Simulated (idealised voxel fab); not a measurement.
Presented below is a process module, voxel ribs on slabs.
The figure presents cross-section cut, which has a width of 265 nm and is divided into square cells with an edge length of 5 nm.
We lay out every cross-section as a grid of square cells and spell it out in bands from the top down, where one band means one or more rows of cells. Quick guide to a band line: top height, bottom height (nm) up front; then every material left to right with its width in nm. Only one material and it's marked "all across"? Then it fills the band edge to edge. And "empty" just means empty space. Measure heights from 0. That's the level where, below it, the as-received wafer is all one material. The lowest band is bottomless and extends downward; write it as in "0 down". Width "30 to 40": first value at the band's top row of cells, second value at its bottom row, equal change from row to row. Basically "all unchanged" means that step didn't change any cell in the cross-section. Entry "Enclosed void inventory" = empty spaces >= 8 cells with no open way to the top; each as width x height at distance, distance from left edge, all nm. The remark found on a step's line after its settings is issued by the simulator itself and pertains to that step. The line of a step may include "overlay nm". On a step with a mask, this value is how far to the right of its planned place the mask lay. A negative value means the mask lay to the left.
**Planned process steps**
step 1: RECEIVE,material Si
step 2: DIRECTIONAL_DEP,material SiO2,thk nm 20
step 3: DIRECTIONAL_DEP,material SiN,thk nm 25
step 4: PATTERN,tone cover,mask id RIB,material resist,width nm 15,thk nm 15,overlay nm 0
step 5: DIRECTIONAL_ETCH,etch materials SiN,depth nm 15
step 6: STRIP,etch materials resist
step 7: MASKED_ETCH,tone cover,mask id SLAB,width nm 65,etch materials SiN,depth nm 10,overlay nm 0
step 8: FILL_DEP,material SiO2,thk nm 30
step 9: CMP,height nm 65
step 10: DIRECTIONAL_DEP,material W,thk nm 5
step 11: DIRECTIONAL_DEP,material aC,thk nm 10
step 12: PATTERN,tone cover,mask id HEATER,material resist,width nm 25,thk nm 25,overlay nm 0
step 13: DIRECTIONAL_ETCH,etch materials aC,depth nm 10
step 14: STRIP,etch materials resist
step 15: DIRECTIONAL_ETCH,etch materials W,depth nm 5
step 16: STRIP,etch materials aC
step 17: CONFORMAL_DEP,material SiN,thk nm 10
**Wafer, first of two, run as planned**
**Delivered wafer in cross-section: state after step 1**
	0 down  Si all across
	Enclosed void inventory: none
**So this is the wafer cross-section right after step 2**
	20 to 0  SiO2 all across
	Heights below 0 show no change.
**So this is the wafer cross-section right after step 3**
	45 to 20  SiN all across
	Heights below 20 show no change.
**So this is the wafer cross-section right after step 4**
	60 to 45  125 of empty / 15 of resist / 125 of empty
	Heights below 45 show no change.
**So this is the wafer cross-section right after step 5**
	60 to 45  125 of empty / 15 of resist / 125 of empty
	45 to 30  125 of empty / 15 of SiN / 125 of empty
	Heights below 30 show no change.
**So this is the wafer cross-section right after step 6**
	45 to 30  125 of empty / 15 of SiN / 125 of empty
	Heights below 30 show no change.
**So this is the wafer cross-section right after step 7**
	45 to 30  125 of empty / 15 of SiN / 125 of empty
	30 to 20  100 of empty / 65 of SiN / 100 of empty
	Heights below 20 show no change.
**So this is the wafer cross-section right after step 8**
	75 to 45  SiO2 all across
	45 to 30  125 of SiO2 / 15 of SiN / 125 of SiO2
	30 to 20  100 of SiO2 / 65 of SiN / 100 of SiO2
	Heights below 20 show no change.
**So this is the wafer cross-section right after step 9**
	65 to 45  SiO2 all across
	Heights below 45 show no change.
**So this is the wafer cross-section right after step 10**
	70 to 65  W all across
	Heights below 65 show no change.
**So this is the wafer cross-section right after step 11**
	80 to 70  aC all across
	Heights below 70 show no change.
**So this is the wafer cross-section right after step 12**
	105 to 80  120 of empty / 25 of resist / 120 of empty
	Heights below 80 show no change.
**So this is the wafer cross-section right after step 13**
	95 to 80  120 of empty / 25 of resist / 120 of empty
	80 to 70  120 of empty / 25 of aC / 120 of empty
	Heights below 70 show no change.
**So this is the wafer cross-section right after step 14**
	80 to 70  120 of empty / 25 of aC / 120 of empty
	Heights below 70 show no change.
**So this is the wafer cross-section right after step 15**
	80 to 70  120 of empty / 25 of aC / 120 of empty
	70 to 65  120 of empty / 25 of W / 120 of empty
	Heights below 65 show no change.
**So this is the wafer cross-section right after step 16**
	70 to 65  120 of empty / 25 of W / 120 of empty
	Heights below 65 show no change.
**So this is the wafer cross-section right after step 17**
	80 to 75  110 of empty / 45 of SiN / 110 of empty
	75 to 70  SiN all across
	70 to 65  120 of SiN / 25 of W / 120 of SiN
	Heights below 65 show no change.
**Second wafer. Start and plan as for the first. One mistake made in running. Agrees with the first up to and including step 8**
**Here is the second wafer in cross-section at the point where step 9 of the plan should have been done**
	70 to 45  SiO2 all across
	Heights below 45 show no change.
**Here is the second wafer in cross-section at the point where step 10 of the plan should have been done**
	75 to 70  W all across
	Heights below 70 show no change.
**Here is the second wafer in cross-section at the point where step 11 of the plan should have been done**
	85 to 75  aC all across
	Heights below 75 show no change.
**Here is the second wafer in cross-section at the point where step 12 of the plan should have been done**
	110 to 85  120 of empty / 25 of resist / 120 of empty
	Heights below 85 show no change.
**Here is the second wafer in cross-section at the point where step 13 of the plan should have been done**
	100 to 85  120 of empty / 25 of resist / 120 of empty
	85 to 75  120 of empty / 25 of aC / 120 of empty
	Heights below 75 show no change.
**Here is the second wafer in cross-section at the point where step 14 of the plan should have been done**
	85 to 75  120 of empty / 25 of aC / 120 of empty
	Heights below 75 show no change.
**Here is the second wafer in cross-section at the point where step 15 of the plan should have been done**
	85 to 75  120 of empty / 25 of aC / 120 of empty
	75 to 70  120 of empty / 25 of W / 120 of empty
	Heights below 70 show no change.
**Here is the second wafer in cross-section at the point where step 16 of the plan should have been done**
	75 to 70  120 of empty / 25 of W / 120 of empty
	Heights below 70 show no change.
**Here is the second wafer in cross-section at the point where step 17 of the plan should have been done**
	85 to 80  110 of empty / 45 of SiN / 110 of empty
	80 to 75  SiN all across
	75 to 70  120 of SiN / 25 of W / 120 of SiN
	Heights below 70 show no change.
Run error: in deviation from the planned setting, step 9 was conducted as CMP,height nm 70
Upon completion, the second wafer contains, in terms of cells, a greater or smaller amount of certain materials than the first wafer: 53 more of SiO2
